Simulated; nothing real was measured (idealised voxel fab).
process module | voxel air gaps
cross-section cut | 230 nm wide | cells 5 nm
A cross-section is a grid of square cells, given in bands from the top down. A band is one or more rows of cells.
Each band's line starts with the height of the band's top and of its bottom, in nm. Then come its materials from left to right, each with its width in nm. One material with "throughout" fills the band from edge to edge. "air" is empty space.
Height 0 is the level under which the wafer as received is all one material. The lowest band goes on downwards, as in "0 down".
A width such as "30 to 40" changes by the same amount from each row of cells to the next, from the band's top row to its bottom row.
"no change" after a step means that no cell of the cross-section changed.
closed voids: empty space of 8 cells or more with no open way to the top, each as width x height at its distance from the left edge, in nm
after a step's settings: what the simulator itself notes on the step
overlay nm, on a step with a mask: how far to the right of its planned place the mask lay; to the left if negative
plan
1 op RECEIVE | material Si
2 op CONFORMAL_DEP | material SiO2 | thk nm 10
3 op CONFORMAL_DEP | material SiCN | thk nm 5
4 op DIRECTIONAL_DEP | material SiO2 | thk nm 35
5 op PATTERN | tone open | mask id LINES | material resist | width nm 15 | pitch nm 40 | thk nm 20 | overlay nm 0
6 op DIRECTIONAL_ETCH | etch materials SiO2 | depth nm 35
7 op STRIP | etch materials resist
8 op CONFORMAL_DEP | material TiN | thk nm 5
9 op FILL_DEP | material W | thk nm 5
10 op CMP | height nm 50
11 op EPI | material Ru | thk nm 10
12 op SELECTIVE_ETCH | etch materials SiO2 | depth nm 45
13 op CONFORMAL_DEP | material SiCN | thk nm 5
first wafer, as planned
as received, after step 1
  0 down: Si throughout
  closed voids: none
after step 2
  10 to 0: SiO2 throughout
  below 0: unchanged
after step 3
  15 to 10: SiCN throughout
  below 10: unchanged
after step 4
  50 to 15: SiO2 throughout
  below 15: unchanged
after step 5
  70 to 50: resist 65 | air 15 | resist 25 | air 15 | resist 25 | air 15 | resist 70
  below 50: unchanged
after step 6
  70 to 50: resist 65 | air 15 | resist 25 | air 15 | resist 25 | air 15 | resist 70
  50 to 15: SiO2 65 | air 15 | SiO2 25 | air 15 | SiO2 25 | air 15 | SiO2 70
  below 15: unchanged
after step 7
  50 to 15: SiO2 65 | air 15 | SiO2 25 | air 15 | SiO2 25 | air 15 | SiO2 70
  below 15: unchanged
after step 8
  55 to 50: TiN 70 | air 5 | TiN 35 | air 5 | TiN 35 | air 5 | TiN 75
  50 to 20: SiO2 65 | TiN 5 | air 5 | TiN 5 | SiO2 25 | TiN 5 | air 5 | TiN 5 | SiO2 25 | TiN 5 | air 5 | TiN 5 | SiO2 70
  20 to 15: SiO2 65 | TiN 15 | SiO2 25 | TiN 15 | SiO2 25 | TiN 15 | SiO2 70
  below 15: unchanged
after step 9
  60 to 55: W throughout
  55 to 50: TiN 70 | W 5 | TiN 35 | W 5 | TiN 35 | W 5 | TiN 75
  50 to 20: SiO2 65 | TiN 5 | W 5 | TiN 5 | SiO2 25 | TiN 5 | W 5 | TiN 5 | SiO2 25 | TiN 5 | W 5 | TiN 5 | SiO2 70
  below 20: unchanged
after step 10
  50 to 20: SiO2 65 | TiN 5 | W 5 | TiN 5 | SiO2 25 | TiN 5 | W 5 | TiN 5 | SiO2 25 | TiN 5 | W 5 | TiN 5 | SiO2 70
  below 20: unchanged
after step 11
  60 to 50: air 55 | Ru 35 | air 5 | Ru 35 | air 5 | Ru 35 | air 60
  below 50: unchanged
after step 12
  60 to 50: air 55 | Ru 35 | air 5 | Ru 35 | air 5 | Ru 35 | air 60
  50 to 20: air 65 | TiN 5 | W 5 | TiN 5 | air 25 | TiN 5 | W 5 | TiN 5 | air 25 | TiN 5 | W 5 | TiN 5 | air 70
  20 to 15: air 65 | TiN 15 | air 25 | TiN 15 | air 25 | TiN 15 | air 70
  below 15: unchanged
after step 13
  65 to 60: air 50 | SiCN 125 | air 55
  60 to 50: air 50 | SiCN 5 | Ru 35 | SiCN 5 | Ru 35 | SiCN 5 | Ru 35 | SiCN 5 | air 55
  50 to 45: air 50 | SiCN 15 | TiN 5 | W 5 | TiN 5 | SiCN 25 | TiN 5 | W 5 | TiN 5 | SiCN 25 | TiN 5 | W 5 | TiN 5 | SiCN 15 | air 55
  45 to 20: air 60 | SiCN 5 | TiN 5 | W 5 | TiN 5 | SiCN 5 | air 15 | SiCN 5 | TiN 5 | W 5 | TiN 5 | SiCN 5 | air 15 | SiCN 5 | TiN 5 | W 5 | TiN 5 | SiCN 5 | air 65
  20 to 15: SiCN 65 | TiN 15 | SiCN 25 | TiN 15 | SiCN 25 | TiN 15 | SiCN 70
  below 15: unchanged
  closed voids: 15 x 25 at 85; 15 x 25 at 125
second wafer: like start, like plan, one mistake. Through step 4 it matches the first wafer
when step 5 should have ended
  70 to 50: resist 55 | air 15 | resist 25 | air 15 | resist 25 | air 15 | resist 80
  below 50: unchanged
when step 6 should have ended
  70 to 50: resist 55 | air 15 | resist 25 | air 15 | resist 25 | air 15 | resist 80
  50 to 15: SiO2 55 | air 15 | SiO2 25 | air 15 | SiO2 25 | air 15 | SiO2 80
  below 15: unchanged
when step 7 should have ended
  50 to 15: SiO2 55 | air 15 | SiO2 25 | air 15 | SiO2 25 | air 15 | SiO2 80
  below 15: unchanged
when step 8 should have ended
  55 to 50: TiN 60 | air 5 | TiN 35 | air 5 | TiN 35 | air 5 | TiN 85
  50 to 20: SiO2 55 | TiN 5 | air 5 | TiN 5 | SiO2 25 | TiN 5 | air 5 | TiN 5 | SiO2 25 | TiN 5 | air 5 | TiN 5 | SiO2 80
  20 to 15: SiO2 55 | TiN 15 | SiO2 25 | TiN 15 | SiO2 25 | TiN 15 | SiO2 80
  below 15: unchanged
when step 9 should have ended
  60 to 55: W throughout
  55 to 50: TiN 60 | W 5 | TiN 35 | W 5 | TiN 35 | W 5 | TiN 85
  50 to 20: SiO2 55 | TiN 5 | W 5 | TiN 5 | SiO2 25 | TiN 5 | W 5 | TiN 5 | SiO2 25 | TiN 5 | W 5 | TiN 5 | SiO2 80
  below 20: unchanged
when step 10 should have ended
  50 to 20: SiO2 55 | TiN 5 | W 5 | TiN 5 | SiO2 25 | TiN 5 | W 5 | TiN 5 | SiO2 25 | TiN 5 | W 5 | TiN 5 | SiO2 80
  below 20: unchanged
when step 11 should have ended
  60 to 50: air 45 | Ru 35 | air 5 | Ru 35 | air 5 | Ru 35 | air 70
  below 50: unchanged
when step 12 should have ended
  60 to 50: air 45 | Ru 35 | air 5 | Ru 35 | air 5 | Ru 35 | air 70
  50 to 20: air 55 | TiN 5 | W 5 | TiN 5 | air 25 | TiN 5 | W 5 | TiN 5 | air 25 | TiN 5 | W 5 | TiN 5 | air 80
  20 to 15: air 55 | TiN 15 | air 25 | TiN 15 | air 25 | TiN 15 | air 80
  below 15: unchanged
when step 13 should have ended
  65 to 60: air 40 | SiCN 125 | air 65
  60 to 50: air 40 | SiCN 5 | Ru 35 | SiCN 5 | Ru 35 | SiCN 5 | Ru 35 | SiCN 5 | air 65
  50 to 45: air 40 | SiCN 15 | TiN 5 | W 5 | TiN 5 | SiCN 25 | TiN 5 | W 5 | TiN 5 | SiCN 25 | TiN 5 | W 5 | TiN 5 | SiCN 15 | air 65
  45 to 20: air 50 | SiCN 5 | TiN 5 | W 5 | TiN 5 | SiCN 5 | air 15 | SiCN 5 | TiN 5 | W 5 | TiN 5 | SiCN 5 | air 15 | SiCN 5 | TiN 5 | W 5 | TiN 5 | SiCN 5 | air 75
  20 to 15: SiCN 55 | TiN 15 | SiCN 25 | TiN 15 | SiCN 25 | TiN 15 | SiCN 80
  below 15: unchanged
  closed voids: 15 x 25 at 75; 15 x 25 at 115
what went wrong: step 5 ran as: op PATTERN | tone open | mask id LINES | material resist | width nm 15 | pitch nm 40 | thk nm 20 | overlay nm -10
at the end the second wafer has, in cells: as many of each material as the first, in other places
